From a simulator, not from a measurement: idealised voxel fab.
Process module under the name voxel ribs on slabs
Xsec cut, 250 nm wide, square cell size 5 nm.
Cross-sections here: square-cell grids, written as top-down lists of bands, a band being one or more rows of cells. Per band: top height and bottom height in nm, followed by the left-to-right materials and their widths in nm; "edge to edge" marks a single material spanning edge to edge, "air" marks empty space. Basically, 0 is our baseline, since under it the wafer straight out of the box is all one material. The bottom band has no lower end and keeps on going down, so it looks like "0 down". Read "30..40" as a graded width: first number on top, second number at the bottom, same change between each pair of neighbouring rows. Step note "all unchanged" = no cross-section cell changed. You'll see "Closed void catalog" listing empty spaces that have no way open to the top, as long as they're 8 cells or more; the notation is width x height at distance, where the distance is from the left edge, and all of it is in nm. Whatever follows a step's settings on its line is a remark the simulator itself makes about that step. "overlay nm" on a masked step: distance the mask lay right of its planned place, negative for left.
STEPS PLANNED FOR THE PROCESS
- 1: RECEIVE with material Si
- 2: DIRECTIONAL_DEP with material SiO2, thk nm 20
- 3: DIRECTIONAL_DEP with material polySi, thk nm 15
- 4: DIRECTIONAL_DEP with material aC, thk nm 15
- 5: PATTERN with tone cover, mask id RIB, material resist, width nm 25, thk nm 35, overlay nm 0
- 6: DIRECTIONAL_ETCH with etch materials aC, depth nm 15
- 7: STRIP with etch materials resist
- 8: DIRECTIONAL_ETCH with etch materials polySi, depth nm 10
- 9: STRIP with etch materials aC
- 10: PATTERN with tone cover, mask id SLAB, material resist, width nm 75, thk nm 20, overlay nm 0
- 11: DIRECTIONAL_ETCH with etch materials polySi, depth nm 5
- 12: STRIP with etch materials resist
- 13: FILL_DEP with material SiO2, thk nm 15
- 14: CMP with height nm 45
- 15: DIRECTIONAL_DEP with material W, thk nm 10
- 16: MASKED_ETCH with tone cover, mask id HEATER, width nm 35, etch materials W, depth nm 10, overlay nm 0
- 17: CONFORMAL_DEP with material SiN, thk nm 5
FIRST WAFER, TWO IN TOTAL, RUN AS PLANNED
CROSS-SECTION OF THE WAFER UPON ARRIVAL, REPRESENTING THE STATE REACHED AFTER STEP 1
	0 down: Si edge to edge
	Closed void catalog: none
AFTER STEP 2
	20 to 0: SiO2 edge to edge
	Note: structure below 0 unchanged.
AFTER STEP 3
	35 to 20: polySi edge to edge
	Note: structure below 20 unchanged.
AFTER STEP 4
	50 to 35: aC edge to edge
	Note: structure below 35 unchanged.
AFTER STEP 5
	85 to 50: air=110 / resist=25 / air=115
	Note: structure below 50 unchanged.
AFTER STEP 6
	70 to 50: air=110 / resist=25 / air=115
	50 to 35: air=110 / aC=25 / air=115
	Note: structure below 35 unchanged.
AFTER STEP 7
	50 to 35: air=110 / aC=25 / air=115
	Note: structure below 35 unchanged.
AFTER STEP 8
	50 to 35: air=110 / aC=25 / air=115
	35 to 25: air=110 / polySi=25 / air=115
	Note: structure below 25 unchanged.
AFTER STEP 9
	35 to 25: air=110 / polySi=25 / air=115
	Note: structure below 25 unchanged.
AFTER STEP 10
	55 to 35: air=85 / resist=75 / air=90
	35 to 25: air=85 / resist=25 / polySi=25 / resist=25 / air=90
	Note: structure below 25 unchanged.
AFTER STEP 11
	55 to 35: air=85 / resist=75 / air=90
	35 to 25: air=85 / resist=25 / polySi=25 / resist=25 / air=90
	25 to 20: air=85 / polySi=75 / air=90
	Note: structure below 20 unchanged.
AFTER STEP 12
	35 to 25: air=110 / polySi=25 / air=115
	Note: structure below 25 unchanged.
AFTER STEP 13
	50 to 35: SiO2 edge to edge
	35 to 25: SiO2=110 / polySi=25 / SiO2=115
	25 to 20: SiO2=85 / polySi=75 / SiO2=90
	Note: structure below 20 unchanged.
AFTER STEP 14
	45 to 35: SiO2 edge to edge
	Note: structure below 35 unchanged.
AFTER STEP 15
	55 to 45: W edge to edge
	Note: structure below 45 unchanged.
AFTER STEP 16
	55 to 45: air=105 / W=35 / air=110
	Note: structure below 45 unchanged.
AFTER STEP 17
	60 to 55: air=100 / SiN=45 / air=105
	55 to 50: air=100 / SiN=5 / W=35 / SiN=5 / air=105
	50 to 45: SiN=105 / W=35 / SiN=110
	Note: structure below 45 unchanged.
WHAT FOLLOWS CONCERNS THE SECOND WAFER, WHICH STARTED OUT LIKE THE FIRST AND WAS MEANT TO FOLLOW THE VERY SAME PLAN; ONE MISTAKE CREPT IN WHEN IT WAS RUN, BUT EVERYTHING UP TO AND INCLUDING STEP 2 IS THE SAME AS FOR THE FIRST WAFER
SECOND WAFER PROFILE IN SECTION, AT THE MOMENT STEP 3 OF THE PLAN WAS MEANT TO BE COMPLETE
	50 to 20: polySi edge to edge
	Note: structure below 20 unchanged.
SECOND WAFER PROFILE IN SECTION, AT THE MOMENT STEP 4 OF THE PLAN WAS MEANT TO BE COMPLETE
	65 to 50: aC edge to edge
	Note: structure below 50 unchanged.
SECOND WAFER PROFILE IN SECTION, AT THE MOMENT STEP 5 OF THE PLAN WAS MEANT TO BE COMPLETE
	100 to 65: air=110 / resist=25 / air=115
	Note: structure below 65 unchanged.
SECOND WAFER PROFILE IN SECTION, AT THE MOMENT STEP 6 OF THE PLAN WAS MEANT TO BE COMPLETE
	85 to 65: air=110 / resist=25 / air=115
	65 to 50: air=110 / aC=25 / air=115
	Note: structure below 50 unchanged.
SECOND WAFER PROFILE IN SECTION, AT THE MOMENT STEP 7 OF THE PLAN WAS MEANT TO BE COMPLETE
	65 to 50: air=110 / aC=25 / air=115
	Note: structure below 50 unchanged.
SECOND WAFER PROFILE IN SECTION, AT THE MOMENT STEP 8 OF THE PLAN WAS MEANT TO BE COMPLETE
	65 to 50: air=110 / aC=25 / air=115
	50 to 40: air=110 / polySi=25 / air=115
	Note: structure below 40 unchanged.
SECOND WAFER PROFILE IN SECTION, AT THE MOMENT STEP 9 OF THE PLAN WAS MEANT TO BE COMPLETE
	50 to 40: air=110 / polySi=25 / air=115
	Note: structure below 40 unchanged.
SECOND WAFER PROFILE IN SECTION, AT THE MOMENT STEP 10 OF THE PLAN WAS MEANT TO BE COMPLETE
	70 to 50: air=85 / resist=75 / air=90
	50 to 40: air=85 / resist=25 / polySi=25 / resist=25 / air=90
	Note: structure below 40 unchanged.
SECOND WAFER PROFILE IN SECTION, AT THE MOMENT STEP 11 OF THE PLAN WAS MEANT TO BE COMPLETE
	70 to 50: air=85 / resist=75 / air=90
	50 to 40: air=85 / resist=25 / polySi=25 / resist=25 / air=90
	40 to 35: air=85 / polySi=75 / air=90
	Note: structure below 35 unchanged.
SECOND WAFER PROFILE IN SECTION, AT THE MOMENT STEP 12 OF THE PLAN WAS MEANT TO BE COMPLETE
	50 to 40: air=110 / polySi=25 / air=115
	Note: structure below 40 unchanged.
SECOND WAFER PROFILE IN SECTION, AT THE MOMENT STEP 13 OF THE PLAN WAS MEANT TO BE COMPLETE
	65 to 50: SiO2 edge to edge
	50 to 40: SiO2=110 / polySi=25 / SiO2=115
	40 to 35: SiO2=85 / polySi=75 / SiO2=90
	Note: structure below 35 unchanged.
SECOND WAFER PROFILE IN SECTION, AT THE MOMENT STEP 14 OF THE PLAN WAS MEANT TO BE COMPLETE
	45 to 35: SiO2=110..85 / polySi=25..75 / SiO2=115..90
	Note: structure below 35 unchanged.
SECOND WAFER PROFILE IN SECTION, AT THE MOMENT STEP 15 OF THE PLAN WAS MEANT TO BE COMPLETE
	55 to 45: W edge to edge
	Note: structure below 45 unchanged.
SECOND WAFER PROFILE IN SECTION, AT THE MOMENT STEP 16 OF THE PLAN WAS MEANT TO BE COMPLETE
	55 to 45: air=105 / W=35 / air=110
	Note: structure below 45 unchanged.
SECOND WAFER PROFILE IN SECTION, AT THE MOMENT STEP 17 OF THE PLAN WAS MEANT TO BE COMPLETE
	60 to 55: air=100 / SiN=45 / air=105
	55 to 50: air=100 / SiN=5 / W=35 / SiN=5 / air=105
	50 to 45: SiN=105 / W=35 / SiN=110
	Note: structure below 45 unchanged.
What was the processing mistake? step 3 was run twice
End of process, cell counts, second wafer against first, materials with more or fewer: SiO2: 145 fewer; polySi: 145 more
